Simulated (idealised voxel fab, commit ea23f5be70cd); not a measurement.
Herein follows the process module entitled voxel transistor to metal.
Square cells of 5 nm make up the cross-section cut, whose width is 185 nm.
Cross-section format: a grid of square cells, given as bands from top to bottom; each band is one or more rows of cells. The band entry comprises the height of the band's top followed by the height of its bottom, expressed in nm, and subsequently the band's materials from left to right, each stated together with its width in nm. Where a single material is marked with the word "full width", that material fills the band from edge to edge. The word "blank" represents empty space. Zero point of the height axis is 0; under it, received wafer = one material. Lowest band: continues down indefinitely, "0 down". With a width like "30->40", each row of cells in the band differs from the next by the same amount, the top row carrying the first number and the bottom row the second. Where the words "identical to before" appear for a step, the cross-section shows no cell changed by that step; every cell remained as before. The label "Entrapped voids" introduces a list of the empty spaces, 8 cells or larger, that have no open way up to the top; each entry in it reads width x height at distance, where the distance is taken from the left edge and all three are stated in nm. Whatever follows a step's settings on its line is a remark the simulator itself makes about that step. overlay nm: on a step with a mask, how far right of its planned place the mask lay; negative means left.
Process steps foreseen in the plan:
step 1: RECEIVE | material Si
step 2: CONFORMAL_DEP | material SiO2 | thk nm 5
step 3: CONFORMAL_DEP | material SiN | thk nm 10
step 4: DIRECTIONAL_DEP | material aC | thk nm 10
step 5: PATTERN | tone cover | mask id ACTIVE | material resist | width nm 125 | thk nm 30 | overlay nm 0
step 6: DIRECTIONAL_ETCH | etch materials aC | depth nm 10
step 7: STRIP | etch materials resist
step 8: DIRECTIONAL_ETCH | etch materials SiN | depth nm 10
step 9: DIRECTIONAL_ETCH | etch materials SiO2 | depth nm 5
step 10: DIRECTIONAL_ETCH | etch materials Si | depth nm 20
step 11: STRIP | etch materials aC
step 12: FILL_DEP | material SiO2 | thk nm 10
step 13: CMP | height nm 15
step 14: SELECTIVE_ETCH | etch materials SiO2 | depth nm 5
step 15: STRIP | etch materials SiN
step 16: SELECTIVE_ETCH | etch materials SiO2 | depth nm 5
step 17: OXIDIZE | depth nm 5
step 18: DIRECTIONAL_DEP | material polySi | thk nm 30
step 19: DIRECTIONAL_DEP | material SiCN | thk nm 10
step 20: MASKED_ETCH | tone cover | mask id GATE | width nm 35 | etch materials SiCN | depth nm 20 | overlay nm 0
step 21: MASKED_ETCH | tone cover | mask id GATE | width nm 35 | etch materials polySi | depth nm 40 | overlay nm 0
step 22: CONFORMAL_DEP | material SiN | thk nm 10
step 23: DIRECTIONAL_ETCH | etch materials SiN | depth nm 10
step 24: DIRECTIONAL_ETCH | etch materials SiO2 | depth nm 5
step 25: DIRECTIONAL_ETCH | etch materials Si | depth nm 5
step 26: EPI | material SiGe | thk nm 5
step 27: FILL_DEP | material SiO2 | thk nm 5
step 28: CMP | height nm 30
step 29: STRIP | etch materials polySi
step 30: SELECTIVE_ETCH | etch materials SiO2 | depth nm 5
step 31: CONFORMAL_DEP | material HfO2 | thk nm 5
step 32: CONFORMAL_DEP | material TiN | thk nm 5
step 33: FILL_DEP | material W | thk nm 5
step 34: CMP | height nm 25
step 35: DIRECTIONAL_DEP | material SiO2 | thk nm 5
step 36: MASKED_ETCH | tone open | mask id CONTACT | width nm 20 | pitch nm 95 | etch materials SiO2 | depth nm 45 | overlay nm 0
step 37: CONFORMAL_DEP | material TiN | thk nm 5
step 38: FILL_DEP | material Ru | thk nm 5
step 39: CMP | height nm 40
step 40: CONFORMAL_DEP | material SiN | thk nm 5
step 41: DIRECTIONAL_DEP | material SiO2 | thk nm 15
step 42: PATTERN | tone open | mask id METAL_1 | material resist | width nm 20 | pitch nm 95 | thk nm 15 | overlay nm 0
step 43: DIRECTIONAL_ETCH | etch materials SiO2 | depth nm 15
step 44: DIRECTIONAL_ETCH | etch materials SiN | depth nm 5
step 45: STRIP | etch materials resist
step 46: CONFORMAL_DEP | material TiN | thk nm 5
step 47: FILL_DEP | material Cu | thk nm 10
step 48: CMP | height nm 60
step 49: CONFORMAL_DEP | material SiN | thk nm 5
Wafer-to-wafer difference: thk nm, step 35. Common start. Plan = first wafer's value.
Sectional view: first of several wafers, as received, after step 1:
	0 down: Si full width
	Entrapped voids: none
First wafer of several, cross-section, module end, after step 49 (last):
	65 to 60: SiN full width
	60 to 45: SiO2=35, TiN=5, Cu=10, TiN=5, SiO2=75, TiN=5, Cu=10, TiN=5, SiO2=35
	45 to 40: SiN=35, TiN=20, SiN=75, TiN=20, SiN=35
	40 to 35: Ru full width
	35 to 30: TiN=40, Ru=10, TiN=85, Ru=10, TiN=40
	30 to 25: SiO2=35, TiN=5, Ru=10, TiN=5, SiO2=75, TiN=5, Ru=10, TiN=5, SiO2=35
	25 to 5: SiO2=35, TiN=5, Ru=10, TiN=5, SiO2=10, SiN=10, HfO2=5, TiN=5, W=15, TiN=5, HfO2=5, SiN=10, SiO2=10, TiN=5, Ru=10, TiN=5, SiO2=35
	5 to 0: SiO2=25, SiN=10, TiN=10, Ru=5, TiN=5, SiO2=10, SiN=10, HfO2=5, TiN=25, HfO2=5, SiN=10, SiO2=10, TiN=5, Ru=5, TiN=10, SiN=10, SiO2=25
	0 to -5: SiO2=35, SiGe=5, TiN=15, SiO2=5, SiGe=5, SiO2=5, HfO2=45, SiO2=5, SiGe=5, SiO2=5, TiN=15, SiGe=5, SiO2=35
	-5 to -10: SiO2=30, Si=5, SiGe=30, Si=55, SiGe=30, Si=5, SiO2=30
	-10 to -20: SiO2=30, Si=125, SiO2=30
	-20 down: Si full width
	Entrapped voids: none
The final wafer, sectioned at module end:
	65 to 60: SiN full width
	60 to 45: SiO2=35, TiN=5, Cu=10, TiN=5, SiO2=75, TiN=5, Cu=10, TiN=5, SiO2=35
	45 to 40: SiN=35, TiN=20, SiN=75, TiN=20, SiN=35
	40 to 25: SiO2=35, TiN=5, Ru=10, TiN=5, SiO2=75, TiN=5, Ru=10, TiN=5, SiO2=35
	25 to 15: SiO2=35, TiN=5, Ru=10, TiN=5, SiO2=10, SiN=10, HfO2=5, TiN=5, W=15, TiN=5, HfO2=5, SiN=10, SiO2=10, TiN=5, Ru=10, TiN=5, SiO2=35
	15 to 10: SiO2=35, TiN=20, SiO2=10, SiN=10, HfO2=5, TiN=5, W=15, TiN=5, HfO2=5, SiN=10, SiO2=10, TiN=20, SiO2=35
	10 to 5: SiO2=65, SiN=10, HfO2=5, TiN=5, W=15, TiN=5, HfO2=5, SiN=10, SiO2=65
	5 to 0: SiO2=25, SiN=10, SiO2=30, SiN=10, HfO2=5, TiN=25, HfO2=5, SiN=10, SiO2=30, SiN=10, SiO2=25
	0 to -5: SiO2=35, SiGe=5, SiO2=20, SiGe=5, SiO2=5, HfO2=45, SiO2=5, SiGe=5, SiO2=20, SiGe=5, SiO2=35
	-5 to -10: SiO2=30, Si=5, SiGe=30, Si=55, SiGe=30, Si=5, SiO2=30
	-10 to -20: SiO2=30, Si=125, SiO2=30
	-20 down: Si full width
	Entrapped voids: none
Below, a row for every wafer. Read it as the end-of-module picture: for each material the wafer shows its cells gained (+) or lost (-) since it was received, and then its closed voids:
thk nm 5 | +12 Cu | +19 HfO2 | +63 Ru | -85 Si | +16 SiGe | +90 SiN | +256 SiO2 | +98 TiN | +12 W | Entrapped voids: none
thk nm 10 | +12 Cu | +19 HfO2 | +30 Ru | -85 Si | +16 SiGe | +90 SiN | +285 SiO2 | +102 TiN | +12 W | Entrapped voids: none
thk nm 15 | +12 Cu | +19 HfO2 | +30 Ru | -85 Si | +16 SiGe | +90 SiN | +314 SiO2 | +73 TiN | +12 W | Entrapped voids: none
thk nm 20 | +12 Cu | +19 HfO2 | +28 Ru | -85 Si | +16 SiGe | +90 SiN | +320 SiO2 | +69 TiN | +12 W | Entrapped voids: none
thk nm 25 | +12 Cu | +19 HfO2 | +24 Ru | -85 Si | +16 SiGe | +90 SiN | +328 SiO2 | +65 TiN | +12 W | Entrapped voids: none
thk nm 30 | +12 Cu | +19 HfO2 | +20 Ru | -85 Si | +16 SiGe | +90 SiN | +336 SiO2 | +61 TiN | +12 W | Entrapped voids: none
